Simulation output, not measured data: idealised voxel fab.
Process module heading - voxel gate over fins
The width of the displayed cross-section, cut, is 235 nm; its cells are square, with a size of 5 nm.
The cross-sections in this document take the form of a grid made of square cells. They are written out as bands, in order from top to bottom. Each band consists of one or more rows of cells.
What a band's entry tells you: where the top is and where the bottom is, as heights in nm, and after that what lies inside, material by material from left to right, each with its width in nm. Empty space is written as the word "air", and a single material marked with the word "edge to edge" occupies the band from edge to edge.
The level at which height equals 0 is the one under which the wafer, as it arrives, is entirely one material. No lower edge exists for the bottom band, which continues downward and is notated as in "0 down".
Width: "30 to 40" (first number = top row, second number = bottom row, same change from row to row of cells).
Take "no alterations made" at face value: in the step it is given for, the cross-section changed in none of its cells.
"Sealed void inventory" enumerates empty spaces isolated from the top, with no open way to it, that contain at least 8 cells, giving each as width x height at distance from the left edge, all three in nm.
If you see something after the settings on a step's line, that's the simulator's own remark about that step.
overlay nm, on a step with a mask: how far to the right of its planned place the mask lay; to the left if negative

[The steps planned for the process are as follows]
- 1: RECEIVE,material Si
- 2: CONFORMAL_DEP,material SiN,thk nm 10
- 3: MASKED_ETCH,tone cover,mask id FINS,width nm 15,pitch nm 50,etch materials SiN,depth nm 10,overlay nm -15
- 4: MASKED_ETCH,tone cover,mask id FINS,width nm 15,pitch nm 50,etch materials Si,depth nm 30,overlay nm 0
- 5: OXIDIZE,depth nm 5
- 6: FILL_DEP,material SiO2,thk nm 10
- 7: CMP,height nm 10
- 8: PATTERN,tone open,mask id RAIL,material resist,width nm 15,thk nm 15,overlay nm 0
- 9: DIRECTIONAL_ETCH,etch materials SiO2,depth nm 35
- 10: STRIP,etch materials resist
- 11: CONFORMAL_DEP,material TiN,thk nm 5
- 12: FILL_DEP,material W,thk nm 5
- 13: CMP,height nm 10
- 14: SELECTIVE_ETCH,etch materials W Ru TiN,depth nm 30
- 15: FILL_DEP,material SiO2,thk nm 5
- 16: CMP,height nm 10
- 17: SELECTIVE_ETCH,etch materials SiO2,depth nm 20
- 18: STRIP,etch materials SiN
- 19: CONFORMAL_DEP,material HfO2,thk nm 5
- 20: CONFORMAL_DEP,material TiN,thk nm 5
- 21: CONFORMAL_DEP,material TiAl,thk nm 5
- 22: CONFORMAL_DEP,material TiN,thk nm 5
- 23: FILL_DEP,material W,thk nm 10
- 24: CMP,height nm 25
- 25: CONFORMAL_DEP,material SiN,thk nm 5
The wafers are alike at the start. At step 3, their overlay nm differs. The plan lists the first wafer's value.

[As received, i.e. after step 1: cross-section through the first of several wafers]
  0 down | Si edge to edge
  Sealed void inventory: none

[Module end state after final step 25: cross-section of the first of several wafers]
  30 to 25 | SiN edge to edge
  25 to 20 | W edge to edge
  20 to 15 | 5 W, 45 TiN, 5 W, 45 TiN, 5 W, 45 TiN, 5 W, 45 TiN, 35 W
  15 to 10 | 5 W, 5 TiN, 35 TiAl, 15 TiN, 35 TiAl, 15 TiN, 35 TiAl, 15 TiN, 35 TiAl, 20 TiN, 20 W
  10 to 5 | 10 TiN, 5 TiAl, 25 TiN, 25 TiAl, 25 TiN, 25 TiAl, 25 TiN, 25 TiAl, 25 TiN, 20 TiAl, 25 TiN
  5 to 0 | 15 TiAl, 5 TiN, 15 HfO2, 20 TiN, 10 TiAl, 5 TiN, 15 HfO2, 20 TiN, 10 TiAl, 5 TiN, 15 HfO2, 20 TiN, 10 TiAl, 5 TiN, 15 HfO2, 20 TiN, 30 TiAl
  0 to -5 | 20 TiN, 5 HfO2, 5 Si, 20 HfO2, 20 TiN, 5 HfO2, 5 Si, 20 HfO2, 20 TiN, 5 HfO2, 5 Si, 20 HfO2, 20 TiN, 5 HfO2, 5 Si, 20 HfO2, 35 TiN
  -5 to -10 | 25 HfO2, 20 Si, 30 HfO2, 20 Si, 30 HfO2, 20 Si, 30 HfO2, 20 Si, 40 HfO2
  -10 to -20 | 25 SiO2, 20 Si, 30 SiO2, 20 Si, 30 SiO2, 20 Si, 30 SiO2, 20 Si, 40 SiO2
  -20 to -25 | 25 SiO2, 20 Si, 15 SiO2, 10 TiN, 5 SiO2, 20 Si, 30 SiO2, 20 Si, 30 SiO2, 20 Si, 40 SiO2
  -25 to -35 | 25 SiO2, 20 Si, 30 SiO2, 20 Si, 30 SiO2, 20 Si, 30 SiO2, 20 Si, 40 SiO2
  -35 down | Si edge to edge
  Sealed void inventory: none

[Cross-sectional view of the final wafer of several at the module's end]
  30 to 25 | SiN edge to edge
  25 to 20 | W edge to edge
  20 to 15 | 35 W, 45 TiN, 5 W, 45 TiN, 5 W, 45 TiN, 5 W, 45 TiN, 5 W
  15 to 10 | 20 W, 20 TiN, 35 TiAl, 15 TiN, 35 TiAl, 15 TiN, 35 TiAl, 15 TiN, 35 TiAl, 5 TiN, 5 W
  10 to 5 | 25 TiN, 20 TiAl, 25 TiN, 25 TiAl, 25 TiN, 25 TiAl, 25 TiN, 25 TiAl, 25 TiN, 5 TiAl, 10 TiN
  5 to 0 | 30 TiAl, 20 TiN, 15 HfO2, 5 TiN, 10 TiAl, 20 TiN, 15 HfO2, 5 TiN, 10 TiAl, 20 TiN, 15 HfO2, 5 TiN, 10 TiAl, 20 TiN, 15 HfO2, 5 TiN, 15 TiAl
  0 to -5 | 35 TiN, 20 HfO2, 5 Si, 5 HfO2, 20 TiN, 20 HfO2, 5 Si, 5 HfO2, 20 TiN, 20 HfO2, 5 Si, 5 HfO2, 20 TiN, 20 HfO2, 5 Si, 5 HfO2, 20 TiN
  -5 to -10 | 40 HfO2, 20 Si, 30 HfO2, 20 Si, 30 HfO2, 20 Si, 30 HfO2, 20 Si, 25 HfO2
  -10 to -20 | 40 SiO2, 20 Si, 30 SiO2, 20 Si, 30 SiO2, 20 Si, 30 SiO2, 20 Si, 25 SiO2
  -20 to -25 | 40 SiO2, 20 Si, 5 SiO2, 10 TiN, 15 SiO2, 20 Si, 30 SiO2, 20 Si, 30 SiO2, 20 Si, 25 SiO2
  -25 to -35 | 40 SiO2, 20 Si, 30 SiO2, 20 Si, 30 SiO2, 20 Si, 30 SiO2, 20 Si, 25 SiO2
  -35 down | Si edge to edge
  Sealed void inventory: none

[So in this table every wafer gets its own row, and what you see is where it stands at the end of the module: for each material, how many cells it picked up (+) or gave up (-) since we received it, and after that its closed voids]
overlay nm -15, +63 HfO2, -229 Si, +47 SiN, +153 SiO2, +63 TiAl, +122 TiN, +63 W, Sealed void inventory: none
overlay nm -10, +63 HfO2, -253 Si, +47 SiN, +172 SiO2, +63 TiAl, +126 TiN, +64 W, Sealed void inventory: none
overlay nm -5, +63 HfO2, -277 Si, +47 SiN, +192 SiO2, +63 TiAl, +129 TiN, +65 W, Sealed void inventory: none
overlay nm 0, +63 HfO2, -301 Si, +47 SiN, +212 SiO2, +63 TiAl, +129 TiN, +69 W, Sealed void inventory: none
overlay nm 5, +63 HfO2, -277 Si, +47 SiN, +192 SiO2, +63 TiAl, +129 TiN, +65 W, Sealed void inventory: none
overlay nm 10, +63 HfO2, -253 Si, +47 SiN, +172 SiO2, +63 TiAl, +126 TiN, +64 W, Sealed void inventory: none
overlay nm 15, +63 HfO2, -229 Si, +47 SiN, +153 SiO2, +63 TiAl, +122 TiN, +63 W, Sealed void inventory: none
